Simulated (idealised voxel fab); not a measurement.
Proc. module: voxel ribs on slabs
Xsec cut, 155 nm wide, square cell size 5 nm.
Heads up, the way a cross-section reads in here is a grid of square cells, handed over as bands from the top down, with every band being one or more rows of cells. Look at the band entry: it leads with the top's height and the bottom's height in nm. Then it lists the materials left to right, with a width in nm for each. The word "throughout" on a single material says that material fills the band edge to edge. The word "air" is empty space. We count height from 0. Below that, the starting wafer is all one material. The lowest band never ends at the bottom but goes on down; see "0..down" for how that is written. Width spec "30 to 40" -> top row of cells at first value, bottom row at second value, equal per-row change in between. You'll sometimes find "no alteration" written for a step, and that's the way of saying that nowhere in the cross-section did a cell change during that step. Reported under the label "Voids, fully enclosed" are the empty spaces having no open way to the top and comprising 8 cells or more; the notation for each is width x height at distance, in which the distance is measured from the left edge and all three values are in nm. That trailing text on a step's line, after the settings, is the simulator's own remark on the step. The setting "overlay nm" may be written on the line of a step. When the step uses a mask, the value reports how far to the right of the planned place the mask lay, and a negative value reports that it lay to the left.

[Process steps (planned)]
- 1: RECEIVE,material Si
- 2: DIRECTIONAL_DEP,material SiO2,thk nm 25
- 3: DIRECTIONAL_DEP,material SiN,thk nm 20
- 4: PATTERN,tone cover,mask id RIB,material resist,width nm 20,thk nm 20,overlay nm 0
- 5: DIRECTIONAL_ETCH,etch materials SiN,depth nm 10
- 6: STRIP,etch materials resist
- 7: MASKED_ETCH,tone cover,mask id SLAB,width nm 60,etch materials SiN,depth nm 10,overlay nm 0
- 8: FILL_DEP,material SiO2,thk nm 25
- 9: CMP,height nm 60
- 10: DIRECTIONAL_DEP,material TiN,thk nm 5
- 11: MASKED_ETCH,tone cover,mask id HEATER,width nm 30,etch materials TiN,depth nm 5,overlay nm 0
- 12: CONFORMAL_DEP,material SiO2,thk nm 5

[as received, after step 1]
> 0..down | Si throughout
> Voids, fully enclosed: none

[Cross-section taken at module completion on the first of two wafers; processed per the plan]
> 70..65 | air 55 nm / SiO2 40 nm / air 60 nm
> 65..60 | SiO2 60 nm / TiN 30 nm / SiO2 65 nm
> 60..45 | SiO2 throughout
> 45..35 | SiO2 65 nm / SiN 20 nm / SiO2 70 nm
> 35..25 | SiO2 45 nm / SiN 60 nm / SiO2 50 nm
> 25..0 | SiO2 throughout
> 0..down | Si throughout
> Voids, fully enclosed: none

[Same start, same plan as the first wafer - but one mistake in the run. Cross-section of the second of the two at the end of the module]
> 70..65 | air 50 nm / SiO2 50 nm / air 55 nm
> 65..60 | SiO2 55 nm / TiN 40 nm / SiO2 60 nm
> 60..45 | SiO2 throughout
> 45..35 | SiO2 65 nm / SiN 20 nm / SiO2 70 nm
> 35..25 | SiO2 45 nm / SiN 60 nm / SiO2 50 nm
> 25..0 | SiO2 throughout
> 0..down | Si throughout
> Voids, fully enclosed: none
In executing the process, a mistake was made relative to the plan: step 11: run off-plan, actual operation and settings MASKED_ETCH,tone cover,mask id HEATER,width nm 40,etch materials TiN,depth nm 5,overlay nm 0
Wrapping up, a cell-based count of both wafers puts the second over or under the first for these materials: +2 TiN
